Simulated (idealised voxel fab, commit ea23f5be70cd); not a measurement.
Process module in this document: voxel plated lines
The figure presents cross-section cut, which has a width of 300 nm and is divided into square cells with an edge length of 5 nm.
In what follows, cross-sections appear as grids of square cells, described through bands that run from the top down, where every band is one or more rows of cells.
Top height, bottom height, nm. Materials left to right, width each, nm. Single material + "all across" = fills band edge to edge. "blank" = empty.
Basically, 0 is our baseline, since under it the wafer straight out of the box is all one material. The bottom band has no lower end and keeps on going down, so it looks like "top 0, no bottom".
Width spec "30..40" -> top row of cells at first value, bottom row at second value, equal per-row change in between.
When a step is marked "nothing altered", none of the cells in the cross-section changed during that step.
Empty spaces counting at least 8 cells and having no open way to the top are listed in "Voids, sealed". The notation width x height at distance is used for each, the distance being from the left edge and all three values in nm.
Step line, after settings: the simulator's comment on this step.
overlay nm: right-of-plan distance of the mask on a masked step; negative values mean left-of-plan.
Pairs, read this way: before one process step on the one hand, after it on the other, the after cross-section ending at the lowest band that changed; the step between, settings included, beneath. Same starting wafer throughout, but possibly different runs of this module, so no pair continues from the pair above unless its entry headed "Pre-step snapshot" says so.
**Pre-step snapshot**
    top 0, no bottom | Si all across
    Voids, sealed: none
**State After Step**
    top 15, bottom 0 | Al2O3 all across
    Below 0, no change.
    Voids, sealed: none
Step between the cross-sections above: CONFORMAL_DEP (material Al2O3; thk nm 15)
Pre-step snapshot: The prior state of this step coincides with the post-step cross-section of the pair just above.
**State After Step**
    top 20, bottom 15 | TiN all across
    Below 15, no change.
    Voids, sealed: none
Step between the cross-sections above: DIRECTIONAL_DEP (material TiN; thk nm 5)
Pre-step snapshot: The prior state of this step coincides with the post-step cross-section of the pair just above.
**State After Step**
    top 55, bottom 20 | resist (110); blank (25); resist (30); blank (25); resist (110)
    Below 20, no change.
    Voids, sealed: none
Step between the cross-sections above: PATTERN (tone open; mask id LINES; material resist; width nm 25; pitch nm 55; thk nm 35; overlay nm 0)
Pre-step snapshot: The prior state of this step coincides with the post-step cross-section of the pair just above.
**State After Step**
    top 55, bottom 25 | resist (110); blank (25); resist (30); blank (25); resist (110)
    top 25, bottom 20 | resist (110); Ru (25); resist (30); Ru (25); resist (110)
    Below 20, no change.
    Voids, sealed: none
Step between the cross-sections above: EPI (material Ru; thk nm 5)
Pre-step snapshot: The prior state of this step coincides with the post-step cross-section of the pair just above.
**State After Step**
    top 55, bottom 30 | resist (110); blank (25); resist (30); blank (25); resist (110)
    top 30, bottom 20 | resist (110); Ru (25); resist (30); Ru (25); resist (110)
    Below 20, no change.
    Voids, sealed: none
Step between the cross-sections above: EPI (material Ru; thk nm 5)
Pre-step snapshot: The prior state of this step coincides with the post-step cross-section of the pair just above.
**State After Step**
    top 55, bottom 35 | resist (110); blank (25); resist (30); blank (25); resist (110)
    top 35, bottom 20 | resist (110); Ru (25); resist (30); Ru (25); resist (110)
    Below 20, no change.
    Voids, sealed: none
Step between the cross-sections above: EPI (material Ru; thk nm 5)
Pre-step snapshot: The prior state of this step coincides with the post-step cross-section of the pair just above.
**State After Step**
    top 35, bottom 20 | blank (110); Ru (25); blank (30); Ru (25); blank (110)
    Below 20, no change.
    Voids, sealed: none
Step between the cross-sections above: STRIP (etch materials resist)
Pre-step snapshot: The prior state of this step coincides with the post-step cross-section of the pair just above.
**State After Step**
    top 35, bottom 20 | blank (110); Ru (25); blank (30); Ru (25); blank (110)
    top 20, bottom 15 | blank (110); TiN (25); blank (30); TiN (25); blank (110)
    Below 15, no change.
    Voids, sealed: none
Step between the cross-sections above: DIRECTIONAL_ETCH (etch materials TiN; depth nm 5)
Pre-step snapshot: The prior state of this step coincides with the post-step cross-section of the pair just above.
**State After Step**
    top 45, bottom 35 | blank (100); SiN (45); blank (10); SiN (45); blank (100)
    top 35, bottom 25 | blank (100); SiN (10); Ru (25); SiN (10); blank (10); SiN (10); Ru (25); SiN (10); blank (100)
    top 25, bottom 20 | SiN (110); Ru (25); SiN (30); Ru (25); SiN (110)
    top 20, bottom 15 | SiN (110); TiN (25); SiN (30); TiN (25); SiN (110)
    Below 15, no change.
    Voids, sealed: none
Step between the cross-sections above: CONFORMAL_DEP (material SiN; thk nm 10)
**Pre-step snapshot**
    top 15, bottom 0 | Al2O3 all across
    top 0, no bottom | Si all across
    Voids, sealed: none
**State After Step**
    top 50, bottom 15 | resist (110); blank (25); resist (30); blank (25); resist (110)
    Below 15, no change.
    Voids, sealed: none
Step between the cross-sections above: PATTERN (tone open; mask id LINES; material resist; width nm 25; pitch nm 55; thk nm 35; overlay nm 0)
Pre-step snapshot: The prior state of this step coincides with the post-step cross-section of the pair just above.
**State After Step**
    top 15, bottom 0 | Al2O3 all across
    Below 0, no change.
    Voids, sealed: none
Step between the cross-sections above: STRIP (etch materials resist)
Pre-step snapshot: The prior state of this step coincides with the post-step cross-section of the pair just above.
**State After Step**
    top 25, bottom 15 | SiN all across
    Below 15, no change.
    Voids, sealed: none
Step between the cross-sections above: CONFORMAL_DEP (material SiN; thk nm 10)
**Pre-step snapshot**
    top 15, bottom 0 | Al2O3 all across
    top 0, no bottom | Si all across
    Voids, sealed: none
**State After Step**
    top 30, bottom 0 | Al2O3 all across
    Below 0, no change.
    Voids, sealed: none
Step between the cross-sections above: CONFORMAL_DEP (material Al2O3; thk nm 15)
Pre-step snapshot: The prior state of this step coincides with the post-step cross-section of the pair just above.
**State After Step**
    top 35, bottom 30 | TiN all across
    Below 30, no change.
    Voids, sealed: none
Step between the cross-sections above: DIRECTIONAL_DEP (material TiN; thk nm 5)
Pre-step snapshot: The prior state of this step coincides with the post-step cross-section of the pair just above.
**State After Step**
    top 70, bottom 35 | resist (110); blank (25); resist (30); blank (25); resist (110)
    Below 35, no change.
    Voids, sealed: none
Step between the cross-sections above: PATTERN (tone open; mask id LINES; material resist; width nm 25; pitch nm 55; thk nm 35; overlay nm 0)
Pre-step snapshot: The prior state of this step coincides with the post-step cross-section of the pair just above.
**State After Step**
    top 70, bottom 40 | resist (110); blank (25); resist (30); blank (25); resist (110)
    top 40, bottom 35 | resist (110); Ru (25); resist (30); Ru (25); resist (110)
    Below 35, no change.
    Voids, sealed: none
Step between the cross-sections above: EPI (material Ru; thk nm 5)
Pre-step snapshot: The prior state of this step coincides with the post-step cross-section of the pair just above.
**State After Step**
    top 70, bottom 45 | resist (110); blank (25); resist (30); blank (25); resist (110)
    top 45, bottom 35 | resist (110); Ru (25); resist (30); Ru (25); resist (110)
    Below 35, no change.
    Voids, sealed: none
Step between the cross-sections above: EPI (material Ru; thk nm 5)
Pre-step snapshot: The prior state of this step coincides with the post-step cross-section of the pair just above.
**State After Step**
    top 70, bottom 50 | resist (110); blank (25); resist (30); blank (25); resist (110)
    top 50, bottom 35 | resist (110); Ru (25); resist (30); Ru (25); resist (110)
    Below 35, no change.
    Voids, sealed: none
Step between the cross-sections above: EPI (material Ru; thk nm 5)
Pre-step snapshot: The prior state of this step coincides with the post-step cross-section of the pair just above.
**State After Step**
    top 50, bottom 35 | blank (110); Ru (25); blank (30); Ru (25); blank (110)
    Below 35, no change.
    Voids, sealed: none
Step between the cross-sections above: STRIP (etch materials resist)
Pre-step snapshot: The prior state of this step coincides with the post-step cross-section of the pair just above.
**State After Step**
    top 50, bottom 35 | blank (110); Ru (25); blank (30); Ru (25); blank (110)
    top 35, bottom 30 | blank (110); TiN (25); blank (30); TiN (25); blank (110)
    Below 30, no change.
    Voids, sealed: none
Step between the cross-sections above: DIRECTIONAL_ETCH (etch materials TiN; depth nm 5)
Pre-step snapshot: The prior state of this step coincides with the post-step cross-section of the pair just above.
**State After Step**
    top 60, bottom 50 | blank (100); SiN (45); blank (10); SiN (45); blank (100)
    top 50, bottom 40 | blank (100); SiN (10); Ru (25); SiN (10); blank (10); SiN (10); Ru (25); SiN (10); blank (100)
    top 40, bottom 35 | SiN (110); Ru (25); SiN (30); Ru (25); SiN (110)
    top 35, bottom 30 | SiN (110); TiN (25); SiN (30); TiN (25); SiN (110)
    Below 30, no change.
    Voids, sealed: none
Step between the cross-sections above: CONFORMAL_DEP (material SiN; thk nm 10)
**Pre-step snapshot**
    top 0, no bottom | Si all across
    Voids, sealed: none
**State After Step**
    top 5, bottom 0 | TiN all across
    Below 0, no change.
    Voids, sealed: none
Step between the cross-sections above: DIRECTIONAL_DEP (material TiN; thk nm 5)
Pre-step snapshot: The prior state of this step coincides with the post-step cross-section of the pair just above.
**State After Step**
    top 20, bottom 5 | Al2O3 all across
    Below 5, no change.
    Voids, sealed: none
Step between the cross-sections above: CONFORMAL_DEP (material Al2O3; thk nm 15)
Pre-step snapshot: The prior state of this step coincides with the post-step cross-section of the pair just above.
**State After Step**
    top 55, bottom 20 | resist (110); blank (25); resist (30); blank (25); resist (110)
    Below 20, no change.
    Voids, sealed: none
Step between the cross-sections above: PATTERN (tone open; mask id LINES; material resist; width nm 25; pitch nm 55; thk nm 35; overlay nm 0)
Pre-step snapshot: The prior state of this step coincides with the post-step cross-section of the pair just above.
**State After Step**
    top 20, bottom 5 | Al2O3 all across
    Below 5, no change.
    Voids, sealed: none
Step between the cross-sections above: STRIP (etch materials resist)
Pre-step snapshot: The prior state of this step coincides with the post-step cross-section of the pair just above.
**State After Step**
    top 30, bottom 20 | SiN all across
    Below 20, no change.
    Voids, sealed: none
Step between the cross-sections above: CONFORMAL_DEP (material SiN; thk nm 10)
**Pre-step snapshot**
    top 35, bottom 20 | blank (110); Ru (25); blank (30); Ru (25); blank (110)
    top 20, bottom 15 | blank (110); TiN (25); blank (30); TiN (25); blank (110)
    top 15, bottom 0 | Al2O3 all across
    top 0, no bottom | Si all across
    Voids, sealed: none
**State After Step**
    top 50, bottom 35 | blank (95); SiN (110); blank (95)
    top 35, bottom 30 | blank (95); SiN (15); Ru (25); SiN (30); Ru (25); SiN (15); blank (95)
    top 30, bottom 20 | SiN (110); Ru (25); SiN (30); Ru (25); SiN (110)
    top 20, bottom 15 | SiN (110); TiN (25); SiN (30); TiN (25); SiN (110)
    Below 15, no change.
    Voids, sealed: none
Step between the cross-sections above: CONFORMAL_DEP (material SiN; thk nm 15)
**Pre-step snapshot**
    top 20, bottom 15 | TiN all across
    top 15, bottom 0 | Al2O3 all across
    top 0, no bottom | Si all across
    Voids, sealed: none
**State After Step**
    top 55, bottom 20 | resist (115); blank (15); resist (40); blank (15); resist (115)
    Below 20, no change.
    Voids, sealed: none
Step between the cross-sections above: PATTERN (tone open; mask id LINES; material resist; width nm 15; pitch nm 55; thk nm 35; overlay nm 0)
Pre-step snapshot: The prior state of this step coincides with the post-step cross-section of the pair just above.
**State After Step**
    top 55, bottom 25 | resist (115); blank (15); resist (40); blank (15); resist (115)
    top 25, bottom 20 | resist (115); Ru (15); resist (40); Ru (15); resist (115)
    Below 20, no change.
    Voids, sealed: none
Step between the cross-sections above: EPI (material Ru; thk nm 5)
Pre-step snapshot: The prior state of this step coincides with the post-step cross-section of the pair just above.
**State After Step**
    top 55, bottom 30 | resist (115); blank (15); resist (40); blank (15); resist (115)
    top 30, bottom 20 | resist (115); Ru (15); resist (40); Ru (15); resist (115)
    Below 20, no change.
    Voids, sealed: none
Step between the cross-sections above: EPI (material Ru; thk nm 5)
Pre-step snapshot: The prior state of this step coincides with the post-step cross-section of the pair just above.
**State After Step**
    top 55, bottom 35 | resist (115); blank (15); resist (40); blank (15); resist (115)
    top 35, bottom 20 | resist (115); Ru (15); resist (40); Ru (15); resist (115)
    Below 20, no change.
    Voids, sealed: none
Step between the cross-sections above: EPI (material Ru; thk nm 5)
Pre-step snapshot: The prior state of this step coincides with the post-step cross-section of the pair just above.
**State After Step**
    top 35, bottom 20 | blank (115); Ru (15); blank (40); Ru (15); blank (115)
    Below 20, no change.
    Voids, sealed: none
Step between the cross-sections above: STRIP (etch materials resist)
Pre-step snapshot: The prior state of this step coincides with the post-step cross-section of the pair just above.
**State After Step**
    top 35, bottom 20 | blank (115); Ru (15); blank (40); Ru (15); blank (115)
    top 20, bottom 15 | blank (115); TiN (15); blank (40); TiN (15); blank (115)
    Below 15, no change.
    Voids, sealed: none
Step between the cross-sections above: DIRECTIONAL_ETCH (etch materials TiN; depth nm 5)
Pre-step snapshot: The prior state of this step coincides with the post-step cross-section of the pair just above.
**State After Step**
    top 45, bottom 35 | blank (105); SiN (35); blank (20); SiN (35); blank (105)
    top 35, bottom 25 | blank (105); SiN (10); Ru (15); SiN (10); blank (20); SiN (10); Ru (15); SiN (10); blank (105)
    top 25, bottom 20 | SiN (115); Ru (15); SiN (40); Ru (15); SiN (115)
    top 20, bottom 15 | SiN (115); TiN (15); SiN (40); TiN (15); SiN (115)
    Below 15, no change.
    Voids, sealed: none
Step between the cross-sections above: CONFORMAL_DEP (material SiN; thk nm 10)
**Pre-step snapshot**
    top 20, bottom 15 | TiN all across
    top 15, bottom 0 | Al2O3 all across
    top 0, no bottom | Si all across
    Voids, sealed: none
**State After Step**
    top 55, bottom 20 | resist (105); blank (25); resist (30); blank (25); resist (115)
    Below 20, no change.
    Voids, sealed: none
Step between the cross-sections above: PATTERN (tone open; mask id LINES; material resist; width nm 25; pitch nm 55; thk nm 35; overlay nm -5)
Pre-step snapshot: The prior state of this step coincides with the post-step cross-section of the pair just above.
**State After Step**
    top 55, bottom 25 | resist (105); blank (25); resist (30); blank (25); resist (115)
    top 25, bottom 20 | resist (105); Ru (25); resist (30); Ru (25); resist (115)
    Below 20, no change.
    Voids, sealed: none
Step between the cross-sections above: EPI (material Ru; thk nm 5)
Pre-step snapshot: The prior state of this step coincides with the post-step cross-section of the pair just above.
**State After Step**
    top 55, bottom 30 | resist (105); blank (25); resist (30); blank (25); resist (115)
    top 30, bottom 20 | resist (105); Ru (25); resist (30); Ru (25); resist (115)
    Below 20, no change.
    Voids, sealed: none
Step between the cross-sections above: EPI (material Ru; thk nm 5)
Pre-step snapshot: The prior state of this step coincides with the post-step cross-section of the pair just above.
**State After Step**
    top 55, bottom 35 | resist (105); blank (25); resist (30); blank (25); resist (115)
    top 35, bottom 20 | resist (105); Ru (25); resist (30); Ru (25); resist (115)
    Below 20, no change.
    Voids, sealed: none
Step between the cross-sections above: EPI (material Ru; thk nm 5)
Pre-step snapshot: The prior state of this step coincides with the post-step cross-section of the pair just above.
**State After Step**
    top 35, bottom 20 | blank (105); Ru (25); blank (30); Ru (25); blank (115)
    Below 20, no change.
    Voids, sealed: none
Step between the cross-sections above: STRIP (etch materials resist)
Pre-step snapshot: The prior state of this step coincides with the post-step cross-section of the pair just above.
**State After Step**
    top 35, bottom 20 | blank (105); Ru (25); blank (30); Ru (25); blank (115)
    top 20, bottom 15 | blank (105); TiN (25); blank (30); TiN (25); blank (115)
    Below 15, no change.
    Voids, sealed: none
Step between the cross-sections above: DIRECTIONAL_ETCH (etch materials TiN; depth nm 5)
Pre-step snapshot: The prior state of this step coincides with the post-step cross-section of the pair just above.
**State After Step**
    top 45, bottom 35 | blank (95); SiN (45); blank (10); SiN (45); blank (105)
    top 35, bottom 25 | blank (95); SiN (10); Ru (25); SiN (10); blank (10); SiN (10); Ru (25); SiN (10); blank (105)
    top 25, bottom 20 | SiN (105); Ru (25); SiN (30); Ru (25); SiN (115)
    top 20, bottom 15 | SiN (105); TiN (25); SiN (30); TiN (25); SiN (115)
    Below 15, no change.
    Voids, sealed: none
Step between the cross-sections above: CONFORMAL_DEP (material SiN; thk nm 10)
**Pre-step snapshot**
    top 15, bottom 0 | Al2O3 all across
    top 0, no bottom | Si all across
    Voids, sealed: none
**State After Step**
    top 20, bottom 0 | Al2O3 all across
    Below 0, no change.
    Voids, sealed: none
Step between the cross-sections above: DIRECTIONAL_DEP (material Al2O3; thk nm 5)
Pre-step snapshot: The prior state of this step coincides with the post-step cross-section of the pair just above.
**State After Step**
    top 55, bottom 20 | resist (110); blank (25); resist (30); blank (25); resist (110)
    Below 20, no change.
    Voids, sealed: none
Step between the cross-sections above: PATTERN (tone open; mask id LINES; material resist; width nm 25; pitch nm 55; thk nm 35; overlay nm 0)
Pre-step snapshot: The prior state of this step coincides with the post-step cross-section of the pair just above.
**State After Step**
    top 20, bottom 0 | Al2O3 all across
    Below 0, no change.
    Voids, sealed: none
Step between the cross-sections above: STRIP (etch materials resist)
Pre-step snapshot: The prior state of this step coincides with the post-step cross-section of the pair just above.
**State After Step**
    top 30, bottom 20 | SiN all across
    Below 20, no change.
    Voids, sealed: none
Step between the cross-sections above: CONFORMAL_DEP (material SiN; thk nm 10)
**Pre-step snapshot**
    top 20, bottom 15 | TiN all across
    top 15, bottom 0 | Al2O3 all across
    top 0, no bottom | Si all across
    Voids, sealed: none
**State After Step**
    top 55, bottom 20 | blank (110); resist (25); blank (30); resist (25); blank (110)
    Below 20, no change.
    Voids, sealed: none
Step between the cross-sections above: PATTERN (tone cover; mask id LINES; material resist; width nm 25; pitch nm 55; thk nm 35; overlay nm 0)
Pre-step snapshot: The prior state of this step coincides with the post-step cross-section of the pair just above.
**State After Step**
    top 55, bottom 25 | blank (110); resist (25); blank (30); resist (25); blank (110)
    top 25, bottom 20 | Ru (110); resist (25); Ru (30); resist (25); Ru (110)
    Below 20, no change.
    Voids, sealed: none
Step between the cross-sections above: EPI (material Ru; thk nm 5)
Pre-step snapshot: The prior state of this step coincides with the post-step cross-section of the pair just above.
**State After Step**
    top 55, bottom 30 | blank (110); resist (25); blank (30); resist (25); blank (110)
    top 30, bottom 20 | Ru (110); resist (25); Ru (30); resist (25); Ru (110)
    Below 20, no change.
    Voids, sealed: none
Step between the cross-sections above: EPI (material Ru; thk nm 5)
Pre-step snapshot: The prior state of this step coincides with the post-step cross-section of the pair just above.
**State After Step**
    top 55, bottom 35 | blank (110); resist (25); blank (30); resist (25); blank (110)
    top 35, bottom 20 | Ru (110); resist (25); Ru (30); resist (25); Ru (110)
    Below 20, no change.
    Voids, sealed: none
Step between the cross-sections above: EPI (material Ru; thk nm 5)
Pre-step snapshot: The prior state of this step coincides with the post-step cross-section of the pair just above.
**State After Step**
    top 35, bottom 20 | Ru (110); blank (25); Ru (30); blank (25); Ru (110)
    Below 20, no change.
    Voids, sealed: none
Step between the cross-sections above: STRIP (etch materials resist)
Pre-step snapshot: The prior state of this step coincides with the post-step cross-section of the pair just above.
**State After Step**
    top 35, bottom 20 | Ru (110); blank (25); Ru (30); blank (25); Ru (110)
    top 20, bottom 15 | TiN (110); blank (25); TiN (30); blank (25); TiN (110)
    Below 15, no change.
    Voids, sealed: none
Step between the cross-sections above: DIRECTIONAL_ETCH (etch materials TiN; depth nm 5)
Pre-step snapshot: The prior state of this step coincides with the post-step cross-section of the pair just above.
**State After Step**
    top 45, bottom 35 | SiN (120); blank (5); SiN (50); blank (5); SiN (120)
    top 35, bottom 25 | Ru (110); SiN (10); blank (5); SiN (10); Ru (30); SiN (10); blank (5); SiN (10); Ru (110)
    top 25, bottom 20 | Ru (110); SiN (25); Ru (30); SiN (25); Ru (110)
    top 20, bottom 15 | TiN (110); SiN (25); TiN (30); SiN (25); TiN (110)
    Below 15, no change.
    Voids, sealed: none
Step between the cross-sections above: CONFORMAL_DEP (material SiN; thk nm 10)
